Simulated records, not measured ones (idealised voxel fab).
process module | voxel spacer lines
cross-section cut | 235 nm wide | cells 5 nm
A cross-section is a grid of square cells, given in bands from the top down. A band is one or more rows of cells.
Each band's line starts with the height of the band's top and of its bottom, in nm. Then come its materials from left to right, each with its width in nm. One material with "throughout" fills the band from edge to edge. "air" is empty space.
Height 0 is the level under which the wafer as received is all one material. The lowest band goes on downwards, as in "0 down".
A width such as "30 to 40" changes by the same amount from each row of cells to the next, from the band's top row to its bottom row.
"no change" after a step means that no cell of the cross-section changed.
closed voids: empty space of 8 cells or more with no open way to the top, each as width x height at its distance from the left edge, in nm
after a step's settings: what the simulator itself notes on the step
overlay nm, on a step with a mask: how far to the right of its planned place the mask lay; to the left if negative
plan
1 op RECEIVE | material Si
2 op CONFORMAL_DEP | material Al2O3 | thk nm 5
3 op DIRECTIONAL_DEP | material W | thk nm 20
4 op DIRECTIONAL_DEP | material polySi | thk nm 30
5 op PATTERN | tone cover | mask id MANDREL | material resist | width nm 20 | pitch nm 60 | thk nm 35 | overlay nm 0
6 op DIRECTIONAL_ETCH | etch materials polySi | depth nm 30
7 op STRIP | etch materials resist
8 op CONFORMAL_DEP | material SiO2 | thk nm 10
9 op DIRECTIONAL_ETCH | etch materials SiO2 | depth nm 10
10 op STRIP | etch materials polySi
11 op DIRECTIONAL_ETCH | etch materials W | depth nm 20
12 op STRIP | etch materials SiO2
13 op FILL_DEP | material SiO2 | thk nm 5
14 op CMP | height nm 25
first wafer, as planned
as received, after step 1
  0 down: Si throughout
  closed voids: none
after step 2
  5 to 0: Al2O3 throughout
  below 0: unchanged
after step 3
  25 to 5: W throughout
  below 5: unchanged
after step 4
  55 to 25: polySi throughout
  below 25: unchanged
after step 5
  90 to 55: air 75 | resist 20 | air 40 | resist 20 | air 80
  below 55: unchanged
after step 6
  90 to 55: air 75 | resist 20 | air 40 | resist 20 | air 80
  55 to 25: air 75 | polySi 20 | air 40 | polySi 20 | air 80
  below 25: unchanged
after step 7
  55 to 25: air 75 | polySi 20 | air 40 | polySi 20 | air 80
  below 25: unchanged
after step 8
  65 to 55: air 65 | SiO2 40 | air 20 | SiO2 40 | air 70
  55 to 35: air 65 | SiO2 10 | polySi 20 | SiO2 10 | air 20 | SiO2 10 | polySi 20 | SiO2 10 | air 70
  35 to 25: SiO2 75 | polySi 20 | SiO2 40 | polySi 20 | SiO2 80
  below 25: unchanged
after step 9
  55 to 25: air 65 | SiO2 10 | polySi 20 | SiO2 10 | air 20 | SiO2 10 | polySi 20 | SiO2 10 | air 70
  below 25: unchanged
after step 10
  55 to 25: air 65 | SiO2 10 | air 20 | SiO2 10 | air 20 | SiO2 10 | air 20 | SiO2 10 | air 70
  below 25: unchanged
after step 11
  55 to 25: air 65 | SiO2 10 | air 20 | SiO2 10 | air 20 | SiO2 10 | air 20 | SiO2 10 | air 70
  25 to 5: air 65 | W 10 | air 20 | W 10 | air 20 | W 10 | air 20 | W 10 | air 70
  below 5: unchanged
after step 12
  25 to 5: air 65 | W 10 | air 20 | W 10 | air 20 | W 10 | air 20 | W 10 | air 70
  below 5: unchanged
after step 13
  30 to 25: SiO2 throughout
  25 to 5: SiO2 65 | W 10 | SiO2 20 | W 10 | SiO2 20 | W 10 | SiO2 20 | W 10 | SiO2 70
  below 5: unchanged
after step 14
  25 to 5: SiO2 65 | W 10 | SiO2 20 | W 10 | SiO2 20 | W 10 | SiO2 20 | W 10 | SiO2 70
  below 5: unchanged
second wafer: like start, like plan, one mistake. Through step 2 it matches the first wafer
when step 3 should have ended
  35 to 5: polySi throughout
  below 5: unchanged
when step 4 should have ended
  55 to 35: W throughout
  below 35: unchanged
when step 5 should have ended
  90 to 55: air 75 | resist 20 | air 40 | resist 20 | air 80
  below 55: unchanged
when step 6 should have ended: no change
when step 7 should have ended
  55 to 35: W throughout
  below 35: unchanged
when step 8 should have ended
  65 to 55: SiO2 throughout
  below 55: unchanged
when step 9 should have ended
  55 to 35: W throughout
  below 35: unchanged
when step 10 should have ended: no change
when step 11 should have ended
  35 to 5: polySi throughout
  below 5: unchanged
when step 12 should have ended: no change
when step 13 should have ended
  40 to 35: SiO2 throughout
  below 35: unchanged
when step 14 should have ended
  25 to 5: polySi throughout
  below 5: unchanged
what went wrong: steps 3 and 4 were swapped
at the end the second wafer has, in cells: 156 fewer of SiO2 | 32 fewer of W | 188 more of polySi
